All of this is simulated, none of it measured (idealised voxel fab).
Presented below is a process module, voxel lift off.
Each square cell in cross-section cut measures 5 nm, and the section as a whole is 285 nm wide.
Each cross-section below is a grid of square cells, stated as bands in top-down order, with one or more rows of cells making up each band.
Band: top and bottom heights (nm) first, top before bottom; then materials from left to right, widths in nm. "all across" marks a sole material filling the band edge to edge. "blank" denotes empty space.
Heads up on the height convention: 0 is the point under which the incoming wafer is all one material, and the lowest band has no bottom, it just keeps going down, like "0 -> down".
So if you see something like "30->40" for the width, read it as the top row of the band sitting at the first number and the bottom row at the second, with every row in between moving by the same amount as the last.
Step note "no change occurred" = no cross-section cell changed.
Closed-off voids of 8+ cells (no open route to the top) go in "Voids lacking openings", written width x height at distance from the left edge, in nm.
The remark found on a step's line after its settings is issued by the simulator itself and pertains to that step.
"overlay nm" answers the question of how far to the right of plan the mask lay on a step that has a mask, and when it is negative the answer is to the left.

This section lists the process steps that were planned
step 1: RECEIVE: material Si
step 2: CONFORMAL_DEP: material Al2O3, thk nm 15
step 3: PATTERN: tone open, mask id LINES, material resist, width nm 15, pitch nm 40, thk nm 30, overlay nm 0
step 4: DIRECTIONAL_DEP: material Ru, thk nm 15
step 5: STRIP: etch materials resist
step 6: CONFORMAL_DEP: material SiO2, thk nm 5
The plan's step 3 width nm is the first wafer's value; the wafers differ in this setting and start identical.

Step 1 complete: as-received cross-section of the first of several wafers
  0 -> down  Si all across
  Voids lacking openings: none

Per wafer, end of module: cells gained (+) or lost (-) per material since receipt, then closed voids
width nm 15 | +171 Al2O3 | +36 Ru | +81 SiO2 | Voids lacking openings: none
width nm 20 | +171 Al2O3 | +48 Ru | +81 SiO2 | Voids lacking openings: none
width nm 25 | +171 Al2O3 | +60 Ru | +81 SiO2 | Voids lacking openings: none
